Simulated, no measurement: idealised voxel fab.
process module | voxel transistor to metal
cross-section cut | 180 nm wide | cells 5 nm
A cross-section is a grid of square cells, given in bands from the top down. A band is one or more rows of cells.
Each band's line starts with the height of the band's top and of its bottom, in nm. Then come its materials from left to right, each with its width in nm. One material with "throughout" fills the band from edge to edge. "air" is empty space.
Height 0 is the level under which the wafer as received is all one material. The lowest band goes on downwards, as in "0 down".
A width such as "30 to 40" changes by the same amount from each row of cells to the next, from the band's top row to its bottom row.
"no change" after a step means that no cell of the cross-section changed.
closed voids: empty space of 8 cells or more with no open way to the top, each as width x height at its distance from the left edge, in nm
after a step's settings: what the simulator itself notes on the step
overlay nm, on a step with a mask: how far to the right of its planned place the mask lay; to the left if negative
plan
1 op RECEIVE | material Si
2 op CONFORMAL_DEP | material SiO2 | thk nm 5
3 op CONFORMAL_DEP | material SiN | thk nm 10
4 op DIRECTIONAL_DEP | material aC | thk nm 15
5 op PATTERN | tone cover | mask id ACTIVE | material resist | width nm 120 | thk nm 30 | overlay nm 0
6 op DIRECTIONAL_ETCH | etch materials aC | depth nm 15
7 op STRIP | etch materials resist
8 op DIRECTIONAL_ETCH | etch materials SiN | depth nm 10
9 op DIRECTIONAL_ETCH | etch materials SiO2 | depth nm 5
10 op DIRECTIONAL_ETCH | etch materials Si | depth nm 25
11 op STRIP | etch materials aC
12 op FILL_DEP | material SiO2 | thk nm 10
13 op CMP | height nm 15
14 op SELECTIVE_ETCH | etch materials SiO2 | depth nm 10
15 op STRIP | etch materials SiN
16 op SELECTIVE_ETCH | etch materials SiO2 | depth nm 5
17 op OXIDIZE | depth nm 5
18 op DIRECTIONAL_DEP | material polySi | thk nm 25
19 op DIRECTIONAL_DEP | material SiCN | thk nm 15
20 op DIRECTIONAL_DEP | material aC | thk nm 15
21 op PATTERN | tone cover | mask id GATE | material resist | width nm 30 | thk nm 30 | overlay nm 0
22 op DIRECTIONAL_ETCH | etch materials aC | depth nm 15
23 op STRIP | etch materials resist
24 op DIRECTIONAL_ETCH | etch materials SiCN | depth nm 25
25 op DIRECTIONAL_ETCH | etch materials polySi | depth nm 35
26 op STRIP | etch materials aC
27 op CONFORMAL_DEP | material SiO2 | thk nm 5
28 op DIRECTIONAL_ETCH | etch materials SiO2 | depth nm 5
29 op CONFORMAL_DEP | material SiN | thk nm 5
30 op DIRECTIONAL_ETCH | etch materials SiN | depth nm 5
31 op DIRECTIONAL_ETCH | etch materials SiO2 | depth nm 5
32 op EPI | material SiGe | thk nm 5
33 op FILL_DEP | material SiO2 | thk nm 5
34 op CMP | height nm 25
35 op STRIP | etch materials polySi
36 op SELECTIVE_ETCH | etch materials SiO2 | depth nm 5
37 op CONFORMAL_DEP | material HfO2 | thk nm 5
38 op CONFORMAL_DEP | material TiN | thk nm 5
39 op FILL_DEP | material W | thk nm 10
40 op CMP | height nm 20
41 op DIRECTIONAL_DEP | material SiO2 | thk nm 15
42 op PATTERN | tone open | mask id CONTACT | material resist | width nm 20 | pitch nm 80 | thk nm 15 | overlay nm 0
43 op DIRECTIONAL_ETCH | etch materials SiO2 | depth nm 35
44 op STRIP | etch materials resist
45 op CONFORMAL_DEP | material TiN | thk nm 5
46 op FILL_DEP | material W | thk nm 5
47 op CMP | height nm 35
48 op CONFORMAL_DEP | material SiN | thk nm 5
49 op DIRECTIONAL_DEP | material lowk | thk nm 20
50 op DIRECTIONAL_DEP | material aC | thk nm 15
51 op PATTERN | tone open | mask id METAL_1 | material resist | width nm 20 | pitch nm 80 | thk nm 30 | overlay nm 0
52 op DIRECTIONAL_ETCH | etch materials aC | depth nm 15
53 op STRIP | etch materials resist
54 op DIRECTIONAL_ETCH | etch materials lowk | depth nm 20
55 op DIRECTIONAL_ETCH | etch materials SiN | depth nm 5
56 op STRIP | etch materials aC
57 op CONFORMAL_DEP | material TiN | thk nm 5
58 op FILL_DEP | material Ru | thk nm 5
59 op CMP | height nm 60
60 op EPI | material Ru | thk nm 5
61 op FILL_DEP | material SiCN | thk nm 5
62 op DIRECTIONAL_DEP | material lowk | thk nm 35
63 op MASKED_ETCH | tone open | mask id METAL_2_HOLES | width nm 15 | pitch nm 80 | etch materials lowk | depth nm 35 | overlay nm 0
64 op PATTERN | tone open | mask id METAL_2 | material resist | width nm 20 | pitch nm 80 | thk nm 15 | overlay nm 0
65 op DIRECTIONAL_ETCH | etch materials lowk | depth nm 20
66 op DIRECTIONAL_ETCH | etch materials SiCN | depth nm 5
67 op STRIP | etch materials resist
68 op CONFORMAL_DEP | material TiN | thk nm 5
69 op FILL_DEP | material Cu | thk nm 10
70 op CMP | height nm 105
71 op CONFORMAL_DEP | material SiCN | thk nm 5
as received, after step 1
  0 down: Si throughout
  closed voids: none
first wafer at the end, as planned
  110 to 105: SiCN throughout
  105 to 90: lowk 40 | TiN 5 | Cu 10 | TiN 5 | lowk 60 | TiN 5 | Cu 10 | TiN 5 | lowk 40
  90 to 85: lowk 40 | TiN 5 | Cu 5 | TiN 10 | lowk 60 | TiN 5 | Cu 5 | TiN 10 | lowk 40
  85 to 70: lowk 40 | TiN 5 | Cu 5 | TiN 5 | lowk 65 | TiN 5 | Cu 5 | TiN 5 | lowk 45
  70 to 65: SiCN 40 | TiN 15 | SiCN 65 | TiN 15 | SiCN 45
  65 to 60: SiCN 35 | Ru 30 | SiCN 50 | Ru 30 | SiCN 35
  60 to 40: lowk 40 | TiN 5 | Ru 10 | TiN 5 | lowk 60 | TiN 5 | Ru 10 | TiN 5 | lowk 40
  40 to 35: SiN 40 | TiN 20 | SiN 60 | TiN 20 | SiN 40
  35 to 20: SiO2 40 | TiN 5 | W 10 | TiN 5 | SiO2 60 | TiN 5 | W 10 | TiN 5 | SiO2 40
  20 to 5: SiO2 40 | TiN 5 | W 10 | TiN 5 | SiO2 5 | SiN 5 | HfO2 5 | TiN 5 | W 20 | TiN 5 | HfO2 5 | SiN 5 | SiO2 5 | TiN 5 | W 10 | TiN 5 | SiO2 40
  5 to 0: SiO2 40 | TiN 20 | SiO2 5 | SiN 5 | HfO2 5 | TiN 30 | HfO2 5 | SiN 5 | SiO2 5 | TiN 20 | SiO2 40
  0 to -5: SiO2 25 | SiGe 40 | SiO2 5 | HfO2 40 | SiO2 5 | SiGe 40 | SiO2 25
  -5 to -25: SiO2 30 | Si 120 | SiO2 30
  -25 down: Si throughout
  closed voids: none
second wafer at the end: like start, like plan, one mistake
  110 to 105: SiCN throughout
  105 to 90: lowk 40 | TiN 5 | SiCN 10 | TiN 5 | lowk 60 | TiN 5 | SiCN 10 | TiN 5 | lowk 40
  90 to 85: lowk 40 | TiN 5 | SiCN 5 | TiN 10 | lowk 60 | TiN 5 | SiCN 5 | TiN 10 | lowk 40
  85 to 70: lowk 40 | TiN 5 | SiCN 5 | TiN 5 | lowk 65 | TiN 5 | SiCN 5 | TiN 5 | lowk 45
  70 to 65: SiCN 40 | TiN 15 | SiCN 65 | TiN 15 | SiCN 45
  65 to 60: SiCN 35 | Ru 30 | SiCN 50 | Ru 30 | SiCN 35
  60 to 40: lowk 40 | TiN 5 | Ru 10 | TiN 5 | lowk 60 | TiN 5 | Ru 10 | TiN 5 | lowk 40
  40 to 35: SiN 40 | TiN 20 | SiN 60 | TiN 20 | SiN 40
  35 to 20: SiO2 40 | TiN 5 | W 10 | TiN 5 | SiO2 60 | TiN 5 | W 10 | TiN 5 | SiO2 40
  20 to 5: SiO2 40 | TiN 5 | W 10 | TiN 5 | SiO2 5 | SiN 5 | HfO2 5 | TiN 5 | W 20 | TiN 5 | HfO2 5 | SiN 5 | SiO2 5 | TiN 5 | W 10 | TiN 5 | SiO2 40
  5 to 0: SiO2 40 | TiN 20 | SiO2 5 | SiN 5 | HfO2 5 | TiN 30 | HfO2 5 | SiN 5 | SiO2 5 | TiN 20 | SiO2 40
  0 to -5: SiO2 25 | SiGe 40 | SiO2 5 | HfO2 40 | SiO2 5 | SiGe 40 | SiO2 25
  -5 to -25: SiO2 30 | Si 120 | SiO2 30
  -25 down: Si throughout
  closed voids: none
what went wrong: step 69 ran as: op FILL_DEP | material SiCN | thk nm 10
at the end the second wafer has, in cells: 20 fewer of Cu | 20 more of SiCN
